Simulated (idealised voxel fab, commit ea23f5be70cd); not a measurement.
The name of this process module is voxel self aligned contacts.
In the cross-section labelled cut, the width is 270 nm and each square cell is 5 nm.
Just so we're on the same page, the cross-sections are grids of square cells, and they're listed out in bands top to bottom, each band one or more rows deep. Top, bottom (nm), then materials left to right with widths (nm); lone material tagged "edge to edge" fills the whole band edge to edge; "empty" = empty space. Counting heights begins at 0, where everything beneath is, in the wafer as received, one material. The lowest band has no bottom; it goes on downwards, as "0 -> down" shows. With a width like "30..40", each row of cells in the band differs from the next by the same amount, the top row carrying the first number and the bottom row the second. The designation "no change", where it is given for a processing step, indicates that no cell of the cross-section was altered in the course of that step. "Voids, sealed" specifies each empty space that is not open to the top and that occupies no fewer than 8 cells, using the form width x height at distance, the distance measured from the left edge and all three quantities in nm. Read whatever lies past the settings on a step's line as the simulator's own remark about the step. The setting "overlay nm" may be written on the line of a step. When the step uses a mask, the value reports how far to the right of the planned place the mask lay, and a negative value reports that it lay to the left.

The planned process steps are enumerated hereunder
step 1: RECEIVE [material Si]
step 2: OXIDIZE [depth nm 5]
step 3: DIRECTIONAL_DEP [material polySi] [thk nm 30]
step 4: DIRECTIONAL_DEP [material SiN] [thk nm 20]
step 5: DIRECTIONAL_DEP [material aC] [thk nm 10]
step 6: PATTERN [tone cover] [mask id GATE] [material resist] [width nm 25] [pitch nm 70] [thk nm 25] [overlay nm 0]
step 7: DIRECTIONAL_ETCH [etch materials aC] [depth nm 10]
step 8: STRIP [etch materials resist]
step 9: DIRECTIONAL_ETCH [etch materials SiN] [depth nm 20]
step 10: DIRECTIONAL_ETCH [etch materials polySi] [depth nm 30]
step 11: STRIP [etch materials aC]
step 12: CONFORMAL_DEP [material SiN] [thk nm 10]
step 13: DIRECTIONAL_ETCH [etch materials SiN] [depth nm 10]
step 14: FILL_DEP [material SiO2] [thk nm 15]
step 15: CMP [height nm 60]
step 16: PATTERN [tone open] [mask id CONTACT] [material resist] [width nm 45] [pitch nm 70] [thk nm 15] [overlay nm 0]
step 17: DIRECTIONAL_ETCH [etch materials SiO2] [depth nm 65]
step 18: STRIP [etch materials resist]
step 19: CONFORMAL_DEP [material TiN] [thk nm 5]
step 20: FILL_DEP [material Ru] [thk nm 5]
step 21: CMP [height nm 60]
step 22: CONFORMAL_DEP [material SiN] [thk nm 5]
Where the wafers of this document differ is in the width nm of step 6; they start out the same, and the plan states the value that applied to the first wafer.

Step 1 complete: as-received cross-section of the first of several wafers
> 0 -> down  Si edge to edge
> Voids, sealed: none

Take a look at the first of several wafers in cross-section: the module is done, and step 22 was its last step
> 65 -> 60  SiN edge to edge
> 60 -> 50  75 nm SiO2 / 5..15 nm TiN / 35..15 nm Ru / 5..15 nm TiN / 25 nm SiO2 / 5..15 nm TiN / 35..15 nm Ru / 5..15 nm TiN / 80 nm SiO2
> 50 -> 30  40 nm SiO2 / 45 nm SiN / 5 nm TiN / 15 nm Ru / 5 nm TiN / 45 nm SiN / 5 nm TiN / 15 nm Ru / 5 nm TiN / 45 nm SiN / 45 nm SiO2
> 30 -> 0  40 nm SiO2 / 10 nm SiN / 25 nm polySi / 10 nm SiN / 5 nm TiN / 15 nm Ru / 5 nm TiN / 10 nm SiN / 25 nm polySi / 10 nm SiN / 5 nm TiN / 15 nm Ru / 5 nm TiN / 10 nm SiN / 25 nm polySi / 10 nm SiN / 45 nm SiO2
> 0 -> -5  85 nm SiO2 / 25 nm TiN / 45 nm SiO2 / 25 nm TiN / 90 nm SiO2
> -5 -> down  Si edge to edge
> Voids, sealed: none

Here's the last wafer cross-sectioned at the end of the module
> 65 -> 60  SiN edge to edge
> 60 -> 55  75 nm SiO2 / 5 nm TiN / 35 nm Ru / 5 nm TiN / 25 nm SiO2 / 5 nm TiN / 35 nm Ru / 5 nm TiN / 80 nm SiO2
> 55 -> 50  75 nm SiO2 / 45 nm TiN / 25 nm SiO2 / 45 nm TiN / 80 nm SiO2
> 50 -> 30  30 nm SiO2 / 210 nm SiN / 30 nm SiO2
> 30 -> 0  30 nm SiO2 / 10 nm SiN / 50 nm polySi / 20 nm SiN / 50 nm polySi / 20 nm SiN / 50 nm polySi / 10 nm SiN / 30 nm SiO2
> 0 -> -5  SiO2 edge to edge
> -5 -> down  Si edge to edge
> Voids, sealed: none

For your reference, the table is organized with a row per wafer; each row reflects the wafer at the end of the module, indicating for each material the cells gained (+) or lost (-) since receipt, and thereafter its closed voids
width nm 25; +80 Ru; -54 Si; +234 SiN; +286 SiO2; +66 TiN; +90 polySi; Voids, sealed: none
width nm 30; +58 Ru; -54 Si; +246 SiN; +278 SiO2; +66 TiN; +108 polySi; Voids, sealed: none
width nm 35; +36 Ru; -54 Si; +258 SiN; +270 SiO2; +66 TiN; +126 polySi; Voids, sealed: none
width nm 40; +14 Ru; -54 Si; +270 SiN; +262 SiO2; +66 TiN; +144 polySi; Voids, sealed: none
width nm 45; +14 Ru; -54 Si; +282 SiN; +254 SiO2; +44 TiN; +162 polySi; Voids, sealed: none
width nm 50; +14 Ru; -54 Si; +294 SiN; +246 SiO2; +22 TiN; +180 polySi; Voids, sealed: none
